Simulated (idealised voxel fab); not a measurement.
process module | voxel capacitor over wiring
cross-section cut | 230 nm wide | cells 5 nm
A cross-section is a grid of square cells, given in bands from the top down. A band is one or more rows of cells.
Each band's line starts with the height of the band's top and of its bottom, in nm. Then come its materials from left to right, each with its width in nm. One material with "throughout" fills the band from edge to edge. "air" is empty space.
Height 0 is the level under which the wafer as received is all one material. The lowest band goes on downwards, as in "0 down".
A width such as "30 to 40" changes by the same amount from each row of cells to the next, from the band's top row to its bottom row.
"no change" after a step means that no cell of the cross-section changed.
closed voids: empty space of 8 cells or more with no open way to the top, each as width x height at its distance from the left edge, in nm
after a step's settings: what the simulator itself notes on the step
overlay nm, on a step with a mask: how far to the right of its planned place the mask lay; to the left if negative
plan
1 op RECEIVE | material Si
2 op CONFORMAL_DEP | material SiO2 | thk nm 10
3 op CONFORMAL_DEP | material SiN | thk nm 5
4 op DIRECTIONAL_DEP | material SiO2 | thk nm 25
5 op DIRECTIONAL_DEP | material aC | thk nm 10
6 op PATTERN | tone open | mask id METAL_1 | material resist | width nm 20 | pitch nm 90 | thk nm 30 | overlay nm 0
7 op DIRECTIONAL_ETCH | etch materials aC | depth nm 10
8 op STRIP | etch materials resist
9 op DIRECTIONAL_ETCH | etch materials SiO2 | depth nm 25
10 op DIRECTIONAL_ETCH | etch materials SiN | depth nm 5
11 op STRIP | etch materials aC
12 op CONFORMAL_DEP | material TiN | thk nm 5
13 op FILL_DEP | material Cu | thk nm 5
14 op CMP | height nm 40
15 op CONFORMAL_DEP | material SiCN | thk nm 5
16 op DIRECTIONAL_DEP | material lowk | thk nm 20
17 op DIRECTIONAL_DEP | material aC | thk nm 10
18 op PATTERN | tone open | mask id PLUG_1 | material resist | width nm 15 | thk nm 25 | overlay nm 0
19 op DIRECTIONAL_ETCH | etch materials aC | depth nm 10
20 op STRIP | etch materials resist
21 op DIRECTIONAL_ETCH | etch materials lowk | depth nm 20
22 op DIRECTIONAL_ETCH | etch materials SiCN | depth nm 5
23 op STRIP | etch materials aC
24 op CONFORMAL_DEP | material TiN | thk nm 5
25 op FILL_DEP | material W | thk nm 10
26 op CMP | height nm 65
27 op DIRECTIONAL_DEP | material TiN | thk nm 10
28 op DIRECTIONAL_DEP | material HfO2 | thk nm 5
29 op DIRECTIONAL_DEP | material TiN | thk nm 5
30 op DIRECTIONAL_DEP | material aC | thk nm 15
31 op PATTERN | tone cover | mask id UPPER_PLATE | material resist | width nm 65 | thk nm 35 | overlay nm 0
32 op DIRECTIONAL_ETCH | etch materials aC | depth nm 15
33 op STRIP | etch materials resist
34 op DIRECTIONAL_ETCH | etch materials TiN | depth nm 5
35 op DIRECTIONAL_ETCH | etch materials HfO2 | depth nm 5
36 op STRIP | etch materials aC
37 op PATTERN | tone cover | mask id LOWER_PLATE | material resist | width nm 85 | thk nm 20 | overlay nm 0
38 op DIRECTIONAL_ETCH | etch materials TiN | depth nm 10
39 op STRIP | etch materials resist
40 op FILL_DEP | material SiO2 | thk nm 15
41 op CMP | height nm 95
42 op MASKED_ETCH | tone open | mask id PLUG_2 | width nm 15 | etch materials SiO2 | depth nm 10 | overlay nm 0
43 op CONFORMAL_DEP | material TiN | thk nm 5
44 op FILL_DEP | material W | thk nm 10
45 op CMP | height nm 95
46 op CONFORMAL_DEP | material SiN | thk nm 5
varied across the wafers: width nm of step 31. The plan shows the first wafer's value. All wafers start alike
first wafer as received, after step 1
  0 down: Si throughout
  closed voids: none
each wafer at the end: cells of each material gained (+) or lost (-) since it was received, then its closed voids
width nm 65 | +20 Cu | +13 HfO2 | +43 SiCN | +84 SiN | +492 SiO2 | +91 TiN | +5 W | +172 lowk | closed voids: none
width nm 70 | +20 Cu | +14 HfO2 | +43 SiCN | +84 SiN | +490 SiO2 | +92 TiN | +5 W | +172 lowk | closed voids: none
width nm 75 | +20 Cu | +15 HfO2 | +43 SiCN | +84 SiN | +488 SiO2 | +93 TiN | +5 W | +172 lowk | closed voids: none
width nm 80 | +20 Cu | +16 HfO2 | +43 SiCN | +84 SiN | +486 SiO2 | +94 TiN | +5 W | +172 lowk | closed voids: none
width nm 85 | +20 Cu | +17 HfO2 | +43 SiCN | +84 SiN | +484 SiO2 | +95 TiN | +5 W | +172 lowk | closed voids: none
width nm 90 | +20 Cu | +18 HfO2 | +43 SiCN | +84 SiN | +481 SiO2 | +97 TiN | +5 W | +172 lowk | closed voids: none
